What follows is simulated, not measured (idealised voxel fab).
The process module presented herein is designated voxel air gaps.
Shown is cross-section cut, with a width of 235 nm and square cells of size 5 nm.
For the purposes of this document, a cross-section shall be understood as a grid of square cells, specified as bands listed in top-to-bottom order, each band consisting of one or more rows of cells.
For a band, the entry starts with two heights in nm, that of the top and then that of the bottom, and carries on with the band's materials in order from left to right, each alongside its width in nm; the word "throughout" beside a single material means it fills the band edge to edge, and "empty" means empty space.
Measure heights from 0. That's the level where, below it, the as-received wafer is all one material. The lowest band is bottomless and extends downward; write it as in "0 -> down".
With a width like "30->40", each row of cells in the band differs from the next by the same amount, the top row carrying the first number and the bottom row the second.
When a step is marked "changes: none", none of the cells in the cross-section changed during that step.
"Unvented internal voids": sealed empty spaces, 8 cells or more, no open way to top, listed width x height at distance, with distance from the left edge and width, height and distance in nm.
It should be noted that, on the line of a given step, the content following the step's settings is a remark produced by the simulator itself with respect to that step.
overlay nm: mask right of planned place by this much (step with mask). Neg. = left.

The planned process steps are enumerated hereunder:
1,op RECEIVE | material Si
2,op CONFORMAL_DEP | material SiO2 | thk nm 15
3,op CONFORMAL_DEP | material SiCN | thk nm 5
4,op DIRECTIONAL_DEP | material lowk | thk nm 30
5,op PATTERN | tone open | mask id LINES | material resist | width nm 20 | pitch nm 50 | thk nm 15 | overlay nm 0
6,op DIRECTIONAL_ETCH | etch materials lowk | depth nm 30
7,op STRIP | etch materials resist
8,op CONFORMAL_DEP | material TiN | thk nm 5
9,op FILL_DEP | material W | thk nm 5
10,op CMP | height nm 50
11,op EPI | material Ru | thk nm 10
12,op SELECTIVE_ETCH | etch materials lowk | depth nm 40
13,op CONFORMAL_DEP | material SiCN | thk nm 5

First of two wafers: run as planned:

Received-state cross-section, reflecting completion of step 1:
	0 -> down  Si throughout
	Unvented internal voids: none

Take a look at the wafer's cross-section after step 2:
	15 -> 0  SiO2 throughout
	Below 0, no change.

Take a look at the wafer's cross-section after step 3:
	20 -> 15  SiCN throughout
	Below 15, no change.

Take a look at the wafer's cross-section after step 4:
	50 -> 20  lowk throughout
	Below 20, no change.

Take a look at the wafer's cross-section after step 5:
	65 -> 50  resist: 55, then empty: 20, then resist: 30, then empty: 20, then resist: 30, then empty: 20, then resist: 60
	Below 50, no change.

Take a look at the wafer's cross-section after step 6:
	65 -> 50  resist: 55, then empty: 20, then resist: 30, then empty: 20, then resist: 30, then empty: 20, then resist: 60
	50 -> 20  lowk: 55, then empty: 20, then lowk: 30, then empty: 20, then lowk: 30, then empty: 20, then lowk: 60
	Below 20, no change.

Take a look at the wafer's cross-section after step 7:
	50 -> 20  lowk: 55, then empty: 20, then lowk: 30, then empty: 20, then lowk: 30, then empty: 20, then lowk: 60
	Below 20, no change.

Take a look at the wafer's cross-section after step 8:
	55 -> 50  TiN: 60, then empty: 10, then TiN: 40, then empty: 10, then TiN: 40, then empty: 10, then TiN: 65
	50 -> 25  lowk: 55, then TiN: 5, then empty: 10, then TiN: 5, then lowk: 30, then TiN: 5, then empty: 10, then TiN: 5, then lowk: 30, then TiN: 5, then empty: 10, then TiN: 5, then lowk: 60
	25 -> 20  lowk: 55, then TiN: 20, then lowk: 30, then TiN: 20, then lowk: 30, then TiN: 20, then lowk: 60
	Below 20, no change.

Take a look at the wafer's cross-section after step 9:
	60 -> 55  W throughout
	55 -> 50  TiN: 60, then W: 10, then TiN: 40, then W: 10, then TiN: 40, then W: 10, then TiN: 65
	50 -> 25  lowk: 55, then TiN: 5, then W: 10, then TiN: 5, then lowk: 30, then TiN: 5, then W: 10, then TiN: 5, then lowk: 30, then TiN: 5, then W: 10, then TiN: 5, then lowk: 60
	Below 25, no change.

Take a look at the wafer's cross-section after step 10:
	50 -> 25  lowk: 55, then TiN: 5, then W: 10, then TiN: 5, then lowk: 30, then TiN: 5, then W: 10, then TiN: 5, then lowk: 30, then TiN: 5, then W: 10, then TiN: 5, then lowk: 60
	Below 25, no change.

Take a look at the wafer's cross-section after step 11:
	60 -> 50  empty: 45, then Ru: 40, then empty: 10, then Ru: 40, then empty: 10, then Ru: 40, then empty: 50
	Below 50, no change.

Take a look at the wafer's cross-section after step 12:
	60 -> 50  empty: 45, then Ru: 40, then empty: 10, then Ru: 40, then empty: 10, then Ru: 40, then empty: 50
	50 -> 25  empty: 55, then TiN: 5, then W: 10, then TiN: 5, then empty: 30, then TiN: 5, then W: 10, then TiN: 5, then empty: 30, then TiN: 5, then W: 10, then TiN: 5, then empty: 60
	25 -> 20  empty: 55, then TiN: 20, then empty: 30, then TiN: 20, then empty: 30, then TiN: 20, then empty: 60
	Below 20, no change.

Take a look at the wafer's cross-section after step 13:
	65 -> 60  empty: 40, then SiCN: 150, then empty: 45
	60 -> 50  empty: 40, then SiCN: 5, then Ru: 40, then SiCN: 10, then Ru: 40, then SiCN: 10, then Ru: 40, then SiCN: 5, then empty: 45
	50 -> 45  empty: 40, then SiCN: 15, then TiN: 5, then W: 10, then TiN: 5, then SiCN: 30, then TiN: 5, then W: 10, then TiN: 5, then SiCN: 30, then TiN: 5, then W: 10, then TiN: 5, then SiCN: 15, then empty: 45
	45 -> 25  empty: 50, then SiCN: 5, then TiN: 5, then W: 10, then TiN: 5, then SiCN: 5, then empty: 20, then SiCN: 5, then TiN: 5, then W: 10, then TiN: 5, then SiCN: 5, then empty: 20, then SiCN: 5, then TiN: 5, then W: 10, then TiN: 5, then SiCN: 5, then empty: 55
	25 -> 20  SiCN: 55, then TiN: 20, then SiCN: 30, then TiN: 20, then SiCN: 30, then TiN: 20, then SiCN: 60
	Below 20, no change.
	Unvented internal voids: 20 x 20 at 80; 20 x 20 at 130

Wafer two of the pair: same origin, same plan, one error during the run; identical to wafer one up to and including step 4:

when step 5 should have ended:
	65 -> 50  resist: 60, then empty: 20, then resist: 30, then empty: 20, then resist: 30, then empty: 20, then resist: 55
	Below 50, no change.

when step 6 should have ended:
	65 -> 50  resist: 60, then empty: 20, then resist: 30, then empty: 20, then resist: 30, then empty: 20, then resist: 55
	50 -> 20  lowk: 60, then empty: 20, then lowk: 30, then empty: 20, then lowk: 30, then empty: 20, then lowk: 55
	Below 20, no change.

when step 7 should have ended:
	50 -> 20  lowk: 60, then empty: 20, then lowk: 30, then empty: 20, then lowk: 30, then empty: 20, then lowk: 55
	Below 20, no change.

when step 8 should have ended:
	55 -> 50  TiN: 65, then empty: 10, then TiN: 40, then empty: 10, then TiN: 40, then empty: 10, then TiN: 60
	50 -> 25  lowk: 60, then TiN: 5, then empty: 10, then TiN: 5, then lowk: 30, then TiN: 5, then empty: 10, then TiN: 5, then lowk: 30, then TiN: 5, then empty: 10, then TiN: 5, then lowk: 55
	25 -> 20  lowk: 60, then TiN: 20, then lowk: 30, then TiN: 20, then lowk: 30, then TiN: 20, then lowk: 55
	Below 20, no change.

when step 9 should have ended:
	60 -> 55  W throughout
	55 -> 50  TiN: 65, then W: 10, then TiN: 40, then W: 10, then TiN: 40, then W: 10, then TiN: 60
	50 -> 25  lowk: 60, then TiN: 5, then W: 10, then TiN: 5, then lowk: 30, then TiN: 5, then W: 10, then TiN: 5, then lowk: 30, then TiN: 5, then W: 10, then TiN: 5, then lowk: 55
	Below 25, no change.

when step 10 should have ended:
	50 -> 25  lowk: 60, then TiN: 5, then W: 10, then TiN: 5, then lowk: 30, then TiN: 5, then W: 10, then TiN: 5, then lowk: 30, then TiN: 5, then W: 10, then TiN: 5, then lowk: 55
	Below 25, no change.

when step 11 should have ended:
	60 -> 50  empty: 50, then Ru: 40, then empty: 10, then Ru: 40, then empty: 10, then Ru: 40, then empty: 45
	Below 50, no change.

when step 12 should have ended:
	60 -> 50  empty: 50, then Ru: 40, then empty: 10, then Ru: 40, then empty: 10, then Ru: 40, then empty: 45
	50 -> 25  empty: 60, then TiN: 5, then W: 10, then TiN: 5, then empty: 30, then TiN: 5, then W: 10, then TiN: 5, then empty: 30, then TiN: 5, then W: 10, then TiN: 5, then empty: 55
	25 -> 20  empty: 60, then TiN: 20, then empty: 30, then TiN: 20, then empty: 30, then TiN: 20, then empty: 55
	Below 20, no change.

when step 13 should have ended:
	65 -> 60  empty: 45, then SiCN: 150, then empty: 40
	60 -> 50  empty: 45, then SiCN: 5, then Ru: 40, then SiCN: 10, then Ru: 40, then SiCN: 10, then Ru: 40, then SiCN: 5, then empty: 40
	50 -> 45  empty: 45, then SiCN: 15, then TiN: 5, then W: 10, then TiN: 5, then SiCN: 30, then TiN: 5, then W: 10, then TiN: 5, then SiCN: 30, then TiN: 5, then W: 10, then TiN: 5, then SiCN: 15, then empty: 40
	45 -> 25  empty: 55, then SiCN: 5, then TiN: 5, then W: 10, then TiN: 5, then SiCN: 5, then empty: 20, then SiCN: 5, then TiN: 5, then W: 10, then TiN: 5, then SiCN: 5, then empty: 20, then SiCN: 5, then TiN: 5, then W: 10, then TiN: 5, then SiCN: 5, then empty: 50
	25 -> 20  SiCN: 60, then TiN: 20, then SiCN: 30, then TiN: 20, then SiCN: 30, then TiN: 20, then SiCN: 55
	Below 20, no change.
	Unvented internal voids: 20 x 20 at 85; 20 x 20 at 135
what went wrong: step 5 ran as: op PATTERN | tone open | mask id LINES | material resist | width nm 20 | pitch nm 50 | thk nm 15 | overlay nm 5
End check, second vs first wafer: material counts in cells match, positions do not.
